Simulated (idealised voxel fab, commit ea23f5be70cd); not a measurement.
Proc. module: voxel transistor to metal
Cross-sectional view cut (width: 300 nm; square cell size: 5 nm).
Reading order for cross-sections: top band down to bottom band. Underlying form: a grid of square cells. Band size: one or more rows of cells. Within each band entry, the heights of the top and of the bottom of the band appear first, in that order and in nm; the materials of the band then follow from left to right, each with its corresponding width in nm. The designation "full width" on a single material indicates that it fills the band from edge to edge; the designation "blank" indicates empty space. Height datum 0, below which the as-received substrate wafer is one material. Lowest band open at the bottom, running downward: "0 and below". Width spec "30 to 40" -> top row of cells at first value, bottom row at second value, equal per-row change in between. No cell of the cross-section changed in a step that is given as "stayed the same". Closed-off voids of 8+ cells (no open route to the top) go in "Enclosed cavities", written width x height at distance from the left edge, in nm. after a step's settings: what the simulator itself notes on the step. You can add "overlay nm" to a step's line. For a step with a mask, it describes how far the mask lay to the right of its planned position, and a negative number describes a lay to the left. In what follows, pairs of cross-sections are presented, each taken before and after one process step, with the after cross-section shown only down to the lowest band that was altered; the step, together with its settings, is stated below the pair. The pairs may stem from different runs of this module on the same starting wafer; accordingly, a pair should be taken as continuing from the one above it solely where its entry headed "Prior state" indicates as much.
Prior state:
> 15 down to 10 | blank 75, SiN 5, blank 25, SiN 5, blank 80, SiN 5, blank 25, SiN 5, blank 75
> 10 down to -5 | SiO2 75, SiN 5, blank 25, SiN 5, SiO2 80, SiN 5, blank 25, SiN 5, SiO2 75
> -5 down to -10 | SiO2 40, SiN 5, SiGe 30, blank 35, SiGe 30, SiN 5, SiO2 10, SiN 5, SiGe 30, blank 35, SiGe 30, SiN 5, SiO2 40
> -10 down to -15 | SiO2 30, SiN 5, SiO2 5, SiN 5, SiO2 5, Si 85, SiO2 5, SiN 5, SiO2 10, SiN 5, SiO2 5, Si 85, SiO2 5, SiN 5, SiO2 5, SiN 5, SiO2 30
> -15 down to -20 | SiO2 50, Si 85, SiO2 30, Si 85, SiO2 50
> -20 down to -40 | SiO2 45, Si 95, SiO2 20, Si 95, SiO2 45
> -40 and below | Si full width
> Enclosed cavities: none
Cross-Section After Step:
> 20 down to 15 | blank 70, HfO2 15, blank 15, HfO2 15, blank 70, HfO2 15, blank 15, HfO2 15, blank 70
> 15 down to 10 | HfO2 75, SiN 5, HfO2 5, blank 15, HfO2 5, SiN 5, HfO2 80, SiN 5, HfO2 5, blank 15, HfO2 5, SiN 5, HfO2 75
> 10 down to -5 | SiO2 75, SiN 5, HfO2 5, blank 15, HfO2 5, SiN 5, SiO2 80, SiN 5, HfO2 5, blank 15, HfO2 5, SiN 5, SiO2 75
> -5 down to -10 | SiO2 40, SiN 5, SiGe 30, HfO2 35, SiGe 30, SiN 5, SiO2 10, SiN 5, SiGe 30, HfO2 35, SiGe 30, SiN 5, SiO2 40
> At heights below -10, the structure remains unaltered.
> Enclosed cavities: none
The before and after cross-sections above differ by one step: CONFORMAL_DEP (material HfO2; thk nm 5)
Prior state: it's just the after picture from the pair right above this one.
Cross-Section After Step:
> 25 down to 20 | blank 65, TiN 25, blank 5, TiN 25, blank 60, TiN 25, blank 5, TiN 25, blank 65
> 20 down to 15 | TiN 70, HfO2 15, TiN 5, blank 5, TiN 5, HfO2 15, TiN 70, HfO2 15, TiN 5, blank 5, TiN 5, HfO2 15, TiN 70
> 15 down to 10 | HfO2 75, SiN 5, HfO2 5, TiN 5, blank 5, TiN 5, HfO2 5, SiN 5, HfO2 80, SiN 5, HfO2 5, TiN 5, blank 5, TiN 5, HfO2 5, SiN 5, HfO2 75
> 10 down to 0 | SiO2 75, SiN 5, HfO2 5, TiN 5, blank 5, TiN 5, HfO2 5, SiN 5, SiO2 80, SiN 5, HfO2 5, TiN 5, blank 5, TiN 5, HfO2 5, SiN 5, SiO2 75
> 0 down to -5 | SiO2 75, SiN 5, HfO2 5, TiN 15, HfO2 5, SiN 5, SiO2 80, SiN 5, HfO2 5, TiN 15, HfO2 5, SiN 5, SiO2 75
> At heights below -5, the structure remains unaltered.
> Enclosed cavities: none
The before and after cross-sections above differ by one step: CONFORMAL_DEP (material TiN; thk nm 5)
Prior state: it's just the after picture from the pair right above this one.
Cross-Section After Step:
> 35 down to 25 | W full width
> 25 down to 20 | W 65, TiN 25, W 5, TiN 25, W 60, TiN 25, W 5, TiN 25, W 65
> 20 down to 15 | TiN 70, HfO2 15, TiN 5, W 5, TiN 5, HfO2 15, TiN 70, HfO2 15, TiN 5, W 5, TiN 5, HfO2 15, TiN 70
> 15 down to 10 | HfO2 75, SiN 5, HfO2 5, TiN 5, W 5, TiN 5, HfO2 5, SiN 5, HfO2 80, SiN 5, HfO2 5, TiN 5, W 5, TiN 5, HfO2 5, SiN 5, HfO2 75
> 10 down to 0 | SiO2 75, SiN 5, HfO2 5, TiN 5, W 5, TiN 5, HfO2 5, SiN 5, SiO2 80, SiN 5, HfO2 5, TiN 5, W 5, TiN 5, HfO2 5, SiN 5, SiO2 75
> At heights below 0, the structure remains unaltered.
> Enclosed cavities: none
The before and after cross-sections above differ by one step: FILL_DEP (material W; thk nm 10)
Prior state: it's just the after picture from the pair right above this one.
Cross-Section After Step:
> 10 down to 0 | SiO2 75, SiN 5, HfO2 5, TiN 5, W 5, TiN 5, HfO2 5, SiN 5, SiO2 80, SiN 5, HfO2 5, TiN 5, W 5, TiN 5, HfO2 5, SiN 5, SiO2 75
> At heights below 0, the structure remains unaltered.
> Enclosed cavities: none
The before and after cross-sections above differ by one step: CMP (height nm 10)
Prior state: it's just the after picture from the pair right above this one.
Cross-Section After Step:
> 20 down to 10 | SiO2 full width
> At heights below 10, the structure remains unaltered.
> Enclosed cavities: none
The before and after cross-sections above differ by one step: DIRECTIONAL_DEP (material SiO2; thk nm 10)
Prior state: it's just the after picture from the pair right above this one.
Cross-Section After Step:
> 30 down to 20 | aC full width
> At heights below 20, the structure remains unaltered.
> Enclosed cavities: none
The before and after cross-sections above differ by one step: DIRECTIONAL_DEP (material aC; thk nm 10)
Prior state: it's just the after picture from the pair right above this one.
Cross-Section After Step:
> 60 down to 30 | resist 50, blank 15, resist 55, blank 15, resist 30, blank 15, resist 55, blank 15, resist 50
> At heights below 30, the structure remains unaltered.
> Enclosed cavities: none
The before and after cross-sections above differ by one step: PATTERN (tone open; mask id CONTACT; material resist; width nm 15; thk nm 30; overlay nm 0)
Prior state: it's just the after picture from the pair right above this one.
Cross-Section After Step:
> 50 down to 30 | resist 50, blank 15, resist 55, blank 15, resist 30, blank 15, resist 55, blank 15, resist 50
> 30 down to 20 | aC 50, blank 15, aC 55, blank 15, aC 30, blank 15, aC 55, blank 15, aC 50
> At heights below 20, the structure remains unaltered.
> Enclosed cavities: none
The before and after cross-sections above differ by one step: DIRECTIONAL_ETCH (etch materials aC; depth nm 10)
Prior state: it's just the after picture from the pair right above this one.
Cross-Section After Step:
> 30 down to 20 | aC 50, blank 15, aC 55, blank 15, aC 30, blank 15, aC 55, blank 15, aC 50
> At heights below 20, the structure remains unaltered.
> Enclosed cavities: none
The before and after cross-sections above differ by one step: STRIP (etch materials resist)
Prior state: it's just the after picture from the pair right above this one.
Cross-Section After Step:
> 30 down to 20 | aC 50, blank 15, aC 55, blank 15, aC 30, blank 15, aC 55, blank 15, aC 50
> 20 down to 10 | SiO2 50, blank 15, SiO2 55, blank 15, SiO2 30, blank 15, SiO2 55, blank 15, SiO2 50
> 10 down to 0 | SiO2 50, blank 15, SiO2 10, SiN 5, HfO2 5, TiN 5, W 5, TiN 5, HfO2 5, SiN 5, SiO2 10, blank 15, SiO2 30, blank 15, SiO2 10, SiN 5, HfO2 5, TiN 5, W 5, TiN 5, HfO2 5, SiN 5, SiO2 10, blank 15, SiO2 50
> 0 down to -5 | SiO2 50, blank 15, SiO2 10, SiN 5, HfO2 5, TiN 15, HfO2 5, SiN 5, SiO2 10, blank 15, SiO2 30, blank 15, SiO2 10, SiN 5, HfO2 5, TiN 15, HfO2 5, SiN 5, SiO2 10, blank 15, SiO2 50
> At heights below -5, the structure remains unaltered.
> Enclosed cavities: none
The before and after cross-sections above differ by one step: DIRECTIONAL_ETCH (etch materials SiO2; depth nm 25)
Prior state: it's just the after picture from the pair right above this one.
Cross-Section After Step:
> 20 down to 10 | SiO2 50, blank 15, SiO2 55, blank 15, SiO2 30, blank 15, SiO2 55, blank 15, SiO2 50
> At heights below 10, the structure remains unaltered.
> Enclosed cavities: none
The before and after cross-sections above differ by one step: STRIP (etch materials aC)
Prior state: it's just the after picture from the pair right above this one.
Cross-Section After Step:
> 25 down to 20 | TiN 55, blank 5, TiN 65, blank 5, TiN 40, blank 5, TiN 65, blank 5, TiN 55
> 20 down to 10 | SiO2 50, TiN 5, blank 5, TiN 5, SiO2 55, TiN 5, blank 5, TiN 5, SiO2 30, TiN 5, blank 5, TiN 5, SiO2 55, TiN 5, blank 5, TiN 5, SiO2 50
> 10 down to 0 | SiO2 50, TiN 5, blank 5, TiN 5, SiO2 10, SiN 5, HfO2 5, TiN 5, W 5, TiN 5, HfO2 5, SiN 5, SiO2 10, TiN 5, blank 5, TiN 5, SiO2 30, TiN 5, blank 5, TiN 5, SiO2 10, SiN 5, HfO2 5, TiN 5, W 5, TiN 5, HfO2 5, SiN 5, SiO2 10, TiN 5, blank 5, TiN 5, SiO2 50
> 0 down to -5 | SiO2 50, TiN 15, SiO2 10, SiN 5, HfO2 5, TiN 15, HfO2 5, SiN 5, SiO2 10, TiN 15, SiO2 30, TiN 15, SiO2 10, SiN 5, HfO2 5, TiN 15, HfO2 5, SiN 5, SiO2 10, TiN 15, SiO2 50
> At heights below -5, the structure remains unaltered.
> Enclosed cavities: none
The before and after cross-sections above differ by one step: CONFORMAL_DEP (material TiN; thk nm 5)
Prior state: it's just the after picture from the pair right above this one.
Cross-Section After Step:
> 30 down to 25 | Ru full width
> 25 down to 20 | TiN 55, Ru 5, TiN 65, Ru 5, TiN 40, Ru 5, TiN 65, Ru 5, TiN 55
> 20 down to 10 | SiO2 50, TiN 5, Ru 5, TiN 5, SiO2 55, TiN 5, Ru 5, TiN 5, SiO2 30, TiN 5, Ru 5, TiN 5, SiO2 55, TiN 5, Ru 5, TiN 5, SiO2 50
> 10 down to 0 | SiO2 50, TiN 5, Ru 5, TiN 5, SiO2 10, SiN 5, HfO2 5, TiN 5, W 5, TiN 5, HfO2 5, SiN 5, SiO2 10, TiN 5, Ru 5, TiN 5, SiO2 30, TiN 5, Ru 5, TiN 5, SiO2 10, SiN 5, HfO2 5, TiN 5, W 5, TiN 5, HfO2 5, SiN 5, SiO2 10, TiN 5, Ru 5, TiN 5, SiO2 50
> At heights below 0, the structure remains unaltered.
> Enclosed cavities: none
The before and after cross-sections above differ by one step: FILL_DEP (material Ru; thk nm 5)
Prior state: it's just the after picture from the pair right above this one.
Cross-Section After Step:
> 20 down to 10 | SiO2 50, TiN 5, Ru 5, TiN 5, SiO2 55, TiN 5, Ru 5, TiN 5, SiO2 30, TiN 5, Ru 5, TiN 5, SiO2 55, TiN 5, Ru 5, TiN 5, SiO2 50
> At heights below 10, the structure remains unaltered.
> Enclosed cavities: none
The before and after cross-sections above differ by one step: CMP (height nm 20)
Prior state: it's just the after picture from the pair right above this one.
Cross-Section After Step:
> 25 down to 20 | SiN full width
> At heights below 20, the structure remains unaltered.
> Enclosed cavities: none
The before and after cross-sections above differ by one step: CONFORMAL_DEP (material SiN; thk nm 5)
Prior state: it's just the after picture from the pair right above this one.
Cross-Section After Step:
> 50 down to 25 | SiO2 full width
> At heights below 25, the structure remains unaltered.
> Enclosed cavities: none
The before and after cross-sections above differ by one step: DIRECTIONAL_DEP (material SiO2; thk nm 25)
Prior state: it's just the after picture from the pair right above this one.
Cross-Section After Step:
> 50 down to 25 | SiO2 50, blank 15, SiO2 55, blank 15, SiO2 30, blank 15, SiO2 55, blank 15, SiO2 50
> At heights below 25, the structure remains unaltered.
> Enclosed cavities: none
The before and after cross-sections above differ by one step: MASKED_ETCH (tone open; mask id METAL_1; width nm 15; etch materials SiO2; depth nm 25; overlay nm 0)
Prior state: it's just the after picture from the pair right above this one.
Cross-Section After Step:
> 50 down to 25 | SiO2 50, blank 15, SiO2 55, blank 15, SiO2 30, blank 15, SiO2 55, blank 15, SiO2 50
> 25 down to 20 | SiN 50, blank 15, SiN 55, blank 15, SiN 30, blank 15, SiN 55, blank 15, SiN 50
> At heights below 20, the structure remains unaltered.
> Enclosed cavities: none
The before and after cross-sections above differ by one step: MASKED_ETCH (tone open; mask id METAL_1; width nm 15; etch materials SiN; depth nm 5; overlay nm 0)
Prior state: it's just the after picture from the pair right above this one.
Cross-Section After Step:
> 55 down to 50 | TiN 55, blank 5, TiN 65, blank 5, TiN 40, blank 5, TiN 65, blank 5, TiN 55
> 50 down to 25 | SiO2 50, TiN 5, blank 5, TiN 5, SiO2 55, TiN 5, blank 5, TiN 5, SiO2 30, TiN 5, blank 5, TiN 5, SiO2 55, TiN 5, blank 5, TiN 5, SiO2 50
> 25 down to 20 | SiN 50, TiN 15, SiN 55, TiN 15, SiN 30, TiN 15, SiN 55, TiN 15, SiN 50
> At heights below 20, the structure remains unaltered.
> Enclosed cavities: none
The before and after cross-sections above differ by one step: CONFORMAL_DEP (material TiN; thk nm 5)
Prior state: it's just the after picture from the pair right above this one.
Cross-Section After Step:
> 65 down to 55 | Ru full width
> 55 down to 50 | TiN 55, Ru 5, TiN 65, Ru 5, TiN 40, Ru 5, TiN 65, Ru 5, TiN 55
> 50 down to 25 | SiO2 50, TiN 5, Ru 5, TiN 5, SiO2 55, TiN 5, Ru 5, TiN 5, SiO2 30, TiN 5, Ru 5, TiN 5, SiO2 55, TiN 5, Ru 5, TiN 5, SiO2 50
> At heights below 25, the structure remains unaltered.
> Enclosed cavities: none
The before and after cross-sections above differ by one step: FILL_DEP (material Ru; thk nm 10)
Prior state: it's just the after picture from the pair right above this one.
Cross-Section After Step:
> 50 down to 25 | SiO2 50, TiN 5, Ru 5, TiN 5, SiO2 55, TiN 5, Ru 5, TiN 5, SiO2 30, TiN 5, Ru 5, TiN 5, SiO2 55, TiN 5, Ru 5, TiN 5, SiO2 50
> At heights below 25, the structure remains unaltered.
> Enclosed cavities: none
The before and after cross-sections above differ by one step: CMP (height nm 50)
Prior state: it's just the after picture from the pair right above this one.
Cross-Section After Step:
> 55 down to 50 | SiCN full width
> At heights below 50, the structure remains unaltered.
> Enclosed cavities: none
The before and after cross-sections above differ by one step: CONFORMAL_DEP (material SiCN; thk nm 5)
Prior state: it's just the after picture from the pair right above this one.
Cross-Section After Step:
> 85 down to 55 | lowk full width
> At heights below 55, the structure remains unaltered.
> Enclosed cavities: none
The before and after cross-sections above differ by one step: DIRECTIONAL_DEP (material lowk; thk nm 30)
Prior state: it's just the after picture from the pair right above this one.
Cross-Section After Step:
> 95 down to 85 | aC full width
> At heights below 85, the structure remains unaltered.
> Enclosed cavities: none
The before and after cross-sections above differ by one step: DIRECTIONAL_DEP (material aC; thk nm 10)
Prior state: it's just the after picture from the pair right above this one.
Cross-Section After Step:
> 120 down to 95 | resist 50, blank 15, resist 100, blank 15, resist 120
> At heights below 95, the structure remains unaltered.
> Enclosed cavities: none
The before and after cross-sections above differ by one step: PATTERN (tone open; mask id METAL_2; material resist; width nm 15; pitch nm 115; thk nm 25; overlay nm 0)
Prior state: it's just the after picture from the pair right above this one.
Cross-Section After Step:
> 110 down to 95 | resist 50, blank 15, resist 100, blank 15, resist 120
> 95 down to 85 | aC 50, blank 15, aC 100, blank 15, aC 120
> At heights below 85, the structure remains unaltered.
> Enclosed cavities: none
The before and after cross-sections above differ by one step: DIRECTIONAL_ETCH (etch materials aC; depth nm 10)
Prior state: it's just the after picture from the pair right above this one.
Cross-Section After Step:
> 95 down to 85 | aC 50, blank 15, aC 100, blank 15, aC 120
> At heights below 85, the structure remains unaltered.
> Enclosed cavities: none
The before and after cross-sections above differ by one step: STRIP (etch materials resist)
Prior state: it's just the after picture from the pair right above this one.
Cross-Section After Step:
> 95 down to 85 | aC 50, blank 15, aC 100, blank 15, aC 120
> 85 down to 65 | lowk 50, blank 15, lowk 100, blank 15, lowk 120
> At heights below 65, the structure remains unaltered.
> Enclosed cavities: none
The before and after cross-sections above differ by one step: DIRECTIONAL_ETCH (etch materials lowk; depth nm 20)
Prior state: it's just the after picture from the pair right above this one.
Cross-Section After Step:
> 85 down to 65 | lowk 50, blank 15, lowk 100, blank 15, lowk 120
> At heights below 65, the structure remains unaltered.
> Enclosed cavities: none
The before and after cross-sections above differ by one step: STRIP (etch materials aC)
Prior state: it's just the after picture from the pair right above this one.
Cross-Section After Step:
> 100 down to 85 | aC 50, blank 15, aC 100, blank 15, aC 120
> 85 down to 80 | lowk 50, blank 15, lowk 100, blank 15, lowk 120
> 80 down to 65 | lowk 50, aC 15, lowk 100, aC 15, lowk 120
> At heights below 65, the structure remains unaltered.
> Enclosed cavities: none
The before and after cross-sections above differ by one step: DIRECTIONAL_DEP (material aC; thk nm 15)
Prior state: it's just the after picture from the pair right above this one.
Cross-Section After Step:
> 130 down to 100 | resist 50, blank 15, resist 100, blank 15, resist 120
> At heights below 100, the structure remains unaltered.
> Enclosed cavities: none
The before and after cross-sections above differ by one step: PATTERN (tone open; mask id METAL_2_HOLES; material resist; width nm 15; pitch nm 115; thk nm 30; overlay nm 0)
Prior state: it's just the after picture from the pair right above this one.
Cross-Section After Step:
> 115 down to 100 | resist 50, blank 15, resist 100, blank 15, resist 120
> 100 down to 85 | aC 50, blank 15, aC 100, blank 15, aC 120
> 85 down to 65 | lowk 50, blank 15, lowk 100, blank 15, lowk 120
> At heights below 65, the structure remains unaltered.
> Enclosed cavities: none
The before and after cross-sections above differ by one step: DIRECTIONAL_ETCH (etch materials aC; depth nm 15)
Prior state: it's just the after picture from the pair right above this one.
Cross-Section After Step:
> 100 down to 85 | aC 50, blank 15, aC 100, blank 15, aC 120
> At heights below 85, the structure remains unaltered.
> Enclosed cavities: none
The before and after cross-sections above differ by one step: STRIP (etch materials resist)
Prior state: it's just the after picture from the pair right above this one.
Cross-Section After Step:
> 100 down to 85 | aC 50, blank 15, aC 100, blank 15, aC 120
> 85 down to 55 | lowk 50, blank 15, lowk 100, blank 15, lowk 120
> At heights below 55, the structure remains unaltered.
> Enclosed cavities: none
The before and after cross-sections above differ by one step: DIRECTIONAL_ETCH (etch materials lowk; depth nm 10)
Prior state: it's just the after picture from the pair right above this one.
Cross-Section After Step:
> 100 down to 85 | aC 50, blank 15, aC 100, blank 15, aC 120
> 85 down to 55 | lowk 50, blank 15, lowk 100, blank 15, lowk 120
> 55 down to 50 | SiCN 50, blank 15, SiCN 100, blank 15, SiCN 120
> At heights below 50, the structure remains unaltered.
> Enclosed cavities: none
The before and after cross-sections above differ by one step: DIRECTIONAL_ETCH (etch materials SiCN; depth nm 5)
Prior state: it's just the after picture from the pair right above this one.
Cross-Section After Step:
> 85 down to 55 | lowk 50, blank 15, lowk 100, blank 15, lowk 120
> At heights below 55, the structure remains unaltered.
> Enclosed cavities: none
The before and after cross-sections above differ by one step: STRIP (etch materials aC)
Prior state: it's just the after picture from the pair right above this one.
Cross-Section After Step:
> 90 down to 85 | TiN 55, blank 5, TiN 110, blank 5, TiN 125
> 85 down to 55 | lowk 50, TiN 5, blank 5, TiN 5, lowk 100, TiN 5, blank 5, TiN 5, lowk 120
> 55 down to 50 | SiCN 50, TiN 15, SiCN 100, TiN 15, SiCN 120
> At heights below 50, the structure remains unaltered.
> Enclosed cavities: none
The before and after cross-sections above differ by one step: CONFORMAL_DEP (material TiN; thk nm 5)
Prior state: it's just the after picture from the pair right above this one.
Cross-Section After Step:
> 100 down to 90 | Ru full width
> 90 down to 85 | TiN 55, Ru 5, TiN 110, Ru 5, TiN 125
> 85 down to 55 | lowk 50, TiN 5, Ru 5, TiN 5, lowk 100, TiN 5, Ru 5, TiN 5, lowk 120
> At heights below 55, the structure remains unaltered.
> Enclosed cavities: none
The before and after cross-sections above differ by one step: FILL_DEP (material Ru; thk nm 10)
Prior state: it's just the after picture from the pair right above this one.
Cross-Section After Step:
> 85 down to 55 | lowk 50, TiN 5, Ru 5, TiN 5, lowk 100, TiN 5, Ru 5, TiN 5, lowk 120
> At heights below 55, the structure remains unaltered.
> Enclosed cavities: none
The before and after cross-sections above differ by one step: CMP (height nm 85)
Prior state: it's just the after picture from the pair right above this one.
Cross-Section After Step:
> 90 down to 85 | SiN full width
> At heights below 85, the structure remains unaltered.
> Enclosed cavities: none
The before and after cross-sections above differ by one step: CONFORMAL_DEP (material SiN; thk nm 5)
Prior state:
> 30 down to 25 | SiCN 40, blank 105, SiCN 10, blank 105, SiCN 40
> 25 down to 20 | SiCN full width
> 20 down to 15 | polySi 40, SiCN 105, polySi 10, SiCN 105, polySi 40
> 15 down to 0 | polySi full width
> 0 down to -5 | SiO2 40, polySi 105, SiO2 10, polySi 105, SiO2 40
> -5 down to -10 | SiO2 full width
> -10 down to -40 | SiO2 45, Si 95, SiO2 20, Si 95, SiO2 45
> -40 and below | Si full width
> Enclosed cavities: none
Cross-Section After Step:
> 45 down to 30 | blank 75, resist 35, blank 80, resist 35, blank 75
> 30 down to 25 | SiCN 40, blank 35, resist 35, blank 35, SiCN 10, blank 35, resist 35, blank 35, SiCN 40
> At heights below 25, the structure remains unaltered.
> Enclosed cavities: none
The before and after cross-sections above differ by one step: PATTERN (tone cover; mask id GATE; material resist; width nm 35; pitch nm 115; thk nm 15; overlay nm 0)
Prior state: it's just the after picture from the pair right above this one.
Cross-Section After Step:
> 45 down to 25 | blank 75, resist 35, blank 80, resist 35, blank 75
> 25 down to 20 | blank 75, SiCN 35, blank 80, SiCN 35, blank 75
> 20 down to 15 | polySi 40, blank 35, SiCN 35, blank 35, polySi 10, blank 35, SiCN 35, blank 35, polySi 40
> At heights below 15, the structure remains unaltered.
> Enclosed cavities: none
The before and after cross-sections above differ by one step: DIRECTIONAL_ETCH (etch materials SiCN; depth nm 20)
Prior state: it's just the after picture from the pair right above this one.
Cross-Section After Step:
> 45 down to 25 | blank 75, resist 35, blank 80, resist 35, blank 75
> 25 down to 15 | blank 75, SiCN 35, blank 80, SiCN 35, blank 75
> 15 down to 0 | blank 75, polySi 35, blank 80, polySi 35, blank 75
> 0 down to -5 | SiO2 40, blank 35, polySi 35, blank 35, SiO2 10, blank 35, polySi 35, blank 35, SiO2 40
> At heights below -5, the structure remains unaltered.
> Enclosed cavities: none
The before and after cross-sections above differ by one step: DIRECTIONAL_ETCH (etch materials polySi; depth nm 30)
Prior state: it's just the after picture from the pair right above this one.
Cross-Section After Step:
> 25 down to 15 | blank 75, SiCN 35, blank 80, SiCN 35, blank 75
> At heights below 15, the structure remains unaltered.
> Enclosed cavities: none
The before and after cross-sections above differ by one step: STRIP (etch materials resist)
Prior state: it's just the after picture from the pair right above this one.
Cross-Section After Step:
> 30 down to 25 | blank 70, SiN 45, blank 70, SiN 45, blank 70
> 25 down to 15 | blank 70, SiN 5, SiCN 35, SiN 5, blank 70, SiN 5, SiCN 35, SiN 5, blank 70
> 15 down to 5 | blank 70, SiN 5, polySi 35, SiN 5, blank 70, SiN 5, polySi 35, SiN 5, blank 70
> 5 down to 0 | SiN 45, blank 25, SiN 5, polySi 35, SiN 5, blank 25, SiN 20, blank 25, SiN 5, polySi 35, SiN 5, blank 25, SiN 45
> 0 down to -5 | SiO2 40, SiN 35, polySi 35, SiN 35, SiO2 10, SiN 35, polySi 35, SiN 35, SiO2 40
> At heights below -5, the structure remains unaltered.
> Enclosed cavities: none
The before and after cross-sections above differ by one step: CONFORMAL_DEP (material SiN; thk nm 5)
Prior state: it's just the after picture from the pair right above this one.
Cross-Section After Step:
> 25 down to 15 | blank 70, SiN 5, SiCN 35, SiN 5, blank 70, SiN 5, SiCN 35, SiN 5, blank 70
> 15 down to 0 | blank 70, SiN 5, polySi 35, SiN 5, blank 70, SiN 5, polySi 35, SiN 5, blank 70
> 0 down to -5 | SiO2 40, SiN 5, blank 25, SiN 5, polySi 35, SiN 5, blank 25, SiN 5, SiO2 10, SiN 5, blank 25, SiN 5, polySi 35, SiN 5, blank 25, SiN 5, SiO2 40
> At heights below -5, the structure remains unaltered.
> Enclosed cavities: none
The before and after cross-sections above differ by one step: DIRECTIONAL_ETCH (etch materials SiN; depth nm 5)
Prior state: it's just the after picture from the pair right above this one.
Cross-Section After Step:
> 25 down to 15 | blank 70, SiN 5, SiCN 35, SiN 5, blank 70, SiN 5, SiCN 35, SiN 5, blank 70
> 15 down to 0 | blank 70, SiN 5, polySi 35, SiN 5, blank 70, SiN 5, polySi 35, SiN 5, blank 70
> 0 down to -5 | blank 40, SiN 5, blank 25, SiN 5, polySi 35, SiN 5, blank 25, SiN 5, blank 10, SiN 5, blank 25, SiN 5, polySi 35, SiN 5, blank 25, SiN 5, blank 40
> -5 down to -10 | SiO2 45, blank 25, SiO2 45, blank 25, SiO2 20, blank 25, SiO2 45, blank 25, SiO2 45
> At heights below -10, the structure remains unaltered.
> Enclosed cavities: none
The before and after cross-sections above differ by one step: DIRECTIONAL_ETCH (etch materials SiO2; depth nm 5)
Prior state: it's just the after picture from the pair right above this one.
Cross-Section After Step:
> 25 down to 15 | blank 70, SiN 5, SiCN 35, SiN 5, blank 70, SiN 5, SiCN 35, SiN 5, blank 70
> 15 down to 0 | blank 70, SiN 5, polySi 35, SiN 5, blank 70, SiN 5, polySi 35, SiN 5, blank 70
> 0 down to -5 | blank 40, SiN 5, blank 25, SiN 5, polySi 35, SiN 5, blank 25, SiN 5, blank 10, SiN 5, blank 25, SiN 5, polySi 35, SiN 5, blank 25, SiN 5, blank 40
> -5 down to -10 | SiO2 45, SiGe 25, SiO2 45, SiGe 25, SiO2 20, SiGe 25, SiO2 45, SiGe 25, SiO2 45
> At heights below -10, the structure remains unaltered.
> Enclosed cavities: none
The before and after cross-sections above differ by one step: EPI (material SiGe; thk nm 5)
Prior state: it's just the after picture from the pair right above this one.
Cross-Section After Step:
> 35 down to 25 | SiO2 full width
> 25 down to 15 | SiO2 70, SiN 5, SiCN 35, SiN 5, SiO2 70, SiN 5, SiCN 35, SiN 5, SiO2 70
> 15 down to 0 | SiO2 70, SiN 5, polySi 35, SiN 5, SiO2 70, SiN 5, polySi 35, SiN 5, SiO2 70
> 0 down to -5 | SiO2 40, SiN 5, SiO2 25, SiN 5, polySi 35, SiN 5, SiO2 25, SiN 5, SiO2 10, SiN 5, SiO2 25, SiN 5, polySi 35, SiN 5, SiO2 25, SiN 5, SiO2 40
> At heights below -5, the structure remains unaltered.
> Enclosed cavities: none
The before and after cross-sections above differ by one step: FILL_DEP (material SiO2; thk nm 10)
Prior state: it's just the after picture from the pair right above this one.
Cross-Section After Step:
> 15 down to 0 | SiO2 70, SiN 5, polySi 35, SiN 5, SiO2 70, SiN 5, polySi 35, SiN 5, SiO2 70
> At heights below 0, the structure remains unaltered.
> Enclosed cavities: none
The before and after cross-sections above differ by one step: CMP (height nm 15)
Prior state: it's just the after picture from the pair right above this one.
Cross-Section After Step:
> 15 down to 0 | SiO2 70, SiN 5, blank 35, SiN 5, SiO2 70, SiN 5, blank 35, SiN 5, SiO2 70
> 0 down to -5 | SiO2 40, SiN 5, SiO2 25, SiN 5, blank 35, SiN 5, SiO2 25, SiN 5, SiO2 10, SiN 5, SiO2 25, SiN 5, blank 35, SiN 5, SiO2 25, SiN 5, SiO2 40
> At heights below -5, the structure remains unaltered.
> Enclosed cavities: none
The before and after cross-sections above differ by one step: STRIP (etch materials polySi)
Prior state: it's just the after picture from the pair right above this one.
Cross-Section After Step:
> 15 down to 10 | blank 70, SiN 5, blank 35, SiN 5, blank 70, SiN 5, blank 35, SiN 5, blank 70
> 10 down to 0 | SiO2 70, SiN 5, blank 35, SiN 5, SiO2 70, SiN 5, blank 35, SiN 5, SiO2 70
> 0 down to -5 | SiO2 40, SiN 5, SiO2 25, SiN 5, blank 35, SiN 5, SiO2 25, SiN 5, SiO2 10, SiN 5, SiO2 25, SiN 5, blank 35, SiN 5, SiO2 25, SiN 5, SiO2 40
> -5 down to -10 | SiO2 45, SiGe 25, blank 45, SiGe 25, SiO2 20, SiGe 25, blank 45, SiGe 25, SiO2 45
> At heights below -10, the structure remains unaltered.
> Enclosed cavities: none
The before and after cross-sections above differ by one step: SELECTIVE_ETCH (etch materials SiO2; depth nm 5)
Prior state: it's just the after picture from the pair right above this one.
Cross-Section After Step:
> 20 down to 15 | blank 65, HfO2 15, blank 25, HfO2 15, blank 60, HfO2 15, blank 25, HfO2 15, blank 65
> 15 down to 10 | HfO2 70, SiN 5, HfO2 5, blank 25, HfO2 5, SiN 5, HfO2 70, SiN 5, HfO2 5, blank 25, HfO2 5, SiN 5, HfO2 70
> 10 down to 0 | SiO2 70, SiN 5, HfO2 5, blank 25, HfO2 5, SiN 5, SiO2 70, SiN 5, HfO2 5, blank 25, HfO2 5, SiN 5, SiO2 70
> 0 down to -5 | SiO2 40, SiN 5, SiO2 25, SiN 5, HfO2 5, blank 25, HfO2 5, SiN 5, SiO2 25, SiN 5, SiO2 10, SiN 5, SiO2 25, SiN 5, HfO2 5, blank 25, HfO2 5, SiN 5, SiO2 25, SiN 5, SiO2 40
> -5 down to -10 | SiO2 45, SiGe 25, HfO2 45, SiGe 25, SiO2 20, SiGe 25, HfO2 45, SiGe 25, SiO2 45
> At heights below -10, the structure remains unaltered.
> Enclosed cavities: none
The before and after cross-sections above differ by one step: CONFORMAL_DEP (material HfO2; thk nm 5)
